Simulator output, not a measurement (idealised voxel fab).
Module name: voxel double patterning (process module)
155 nm wide, 5 nm square cells: that's cross-section cut.
Cross-section layout: square cells on a grid; listed as bands, top to bottom; a band spans one or more cell rows. Heights first: top, then bottom, in nm. Then materials, left to right, each with a width in nm. "all across" on a single material: fills the band edge to edge. "empty": empty space. It should be noted that heights are counted from 0, beneath which the wafer as supplied is of one material throughout, and that the lowest band possesses no lower boundary but continues downward, as written in "from 0 down". A width such as "30 to 40" changes by the same amount from each row of cells to the next, from the band's top row to its bottom row. Step note "no modifications" = no cross-section cell changed. What "Sealed void list" gives you is every empty space of 8 cells or more that is cut off from the top. Each appears as width x height at distance, with the distance taken from the left edge and width, height and distance all in nm. If you see something after the settings on a step's line, that's the simulator's own remark about that step. For masked steps, "overlay nm" on the step line gives how far right of plan the mask actually lay; a minus sign means it lay to the left.
Planned process steps:
1,RECEIVE (material Si)
2,CONFORMAL_DEP (material SiO2; thk nm 10)
3,DIRECTIONAL_DEP (material polySi; thk nm 15)
4,DIRECTIONAL_DEP (material SiCN; thk nm 10)
5,MASKED_ETCH (tone open; mask id FIRST; width nm 15; pitch nm 50; etch materials SiCN; depth nm 10; overlay nm 0)
6,MASKED_ETCH (tone open; mask id SECOND; width nm 15; pitch nm 50; etch materials SiCN; depth nm 10; overlay nm 0)
7,DIRECTIONAL_ETCH (etch materials polySi; depth nm 15)
8,STRIP (etch materials SiCN)
Cross-section of the wafer at receipt, which is the condition after step 1:
    from 0 down = Si all across
    Sealed void list: none
End-of-module cross-section of the first of two wafers, processed as planned:
    from 25 to 10 = polySi: 20; empty: 15; polySi: 10; empty: 15; polySi: 10; empty: 15; polySi: 10; empty: 15; polySi: 10; empty: 15; polySi: 20
    from 10 to 0 = SiO2 all across
    from 0 down = Si all across
    Sealed void list: none
End-of-module cross-section of the second wafer: identical starting point and process plan to the first, with one processing mistake:
    from 25 to 10 = empty: 20; polySi: 15; empty: 35; polySi: 15; empty: 35; polySi: 15; empty: 20
    from 10 to 0 = SiO2 all across
    from 0 down = Si all across
    Sealed void list: none
Deviation noted in wafer processing: heads up, step 5 didn't go per plan, it actually ran as MASKED_ETCH (tone cover; mask id FIRST; width nm 15; pitch nm 50; etch materials SiCN; depth nm 10; overlay nm 0)
Wafer comparison, final, in cells, second relative to first, materials more or fewer: polySi: 21 fewer
